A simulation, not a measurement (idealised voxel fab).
process module | voxel air gaps
cross-section cut | 220 nm wide | cells 5 nm
A cross-section is a grid of square cells, given in bands from the top down. A band is one or more rows of cells.
Each band's line starts with the height of the band's top and of its bottom, in nm. Then come its materials from left to right, each with its width in nm. One material with "throughout" fills the band from edge to edge. "air" is empty space.
Height 0 is the level under which the wafer as received is all one material. The lowest band goes on downwards, as in "0 down".
A width such as "30 to 40" changes by the same amount from each row of cells to the next, from the band's top row to its bottom row.
"no change" after a step means that no cell of the cross-section changed.
closed voids: empty space of 8 cells or more with no open way to the top, each as width x height at its distance from the left edge, in nm
after a step's settings: what the simulator itself notes on the step
overlay nm, on a step with a mask: how far to the right of its planned place the mask lay; to the left if negative
plan
1 op RECEIVE | material Si
2 op CONFORMAL_DEP | material SiO2 | thk nm 10
3 op CONFORMAL_DEP | material SiCN | thk nm 5
4 op DIRECTIONAL_DEP | material SiO2 | thk nm 30
5 op PATTERN | tone open | mask id LINES | material resist | width nm 25 | pitch nm 50 | thk nm 15 | overlay nm 0
6 op DIRECTIONAL_ETCH | etch materials SiO2 | depth nm 30
7 op STRIP | etch materials resist
8 op CONFORMAL_DEP | material TiN | thk nm 5
9 op FILL_DEP | material Ru | thk nm 5
10 op CMP | height nm 45
11 op EPI | material Ru | thk nm 10
12 op SELECTIVE_ETCH | etch materials SiO2 | depth nm 40
13 op CONFORMAL_DEP | material SiCN | thk nm 5
as received, after step 1
  0 down: Si throughout
  closed voids: none
a wafer at the end: this start, this plan, one mistake
  55 to 45: air 10 | Ru 45 | air 5 | Ru 45 | air 5 | Ru 45 | air 5 | Ru 45 | air 15
  45 to 20: air 20 | TiN 5 | Ru 15 | TiN 5 | air 25 | TiN 5 | Ru 15 | TiN 5 | air 25 | TiN 5 | Ru 15 | TiN 5 | air 25 | TiN 5 | Ru 15 | TiN 5 | air 25
  20 to 15: air 20 | TiN 25 | air 25 | TiN 25 | air 25 | TiN 25 | air 25 | TiN 25 | air 25
  15 to 10: SiCN throughout
  10 to 0: SiO2 throughout
  0 down: Si throughout
  closed voids: none
what went wrong: step 13 was left out
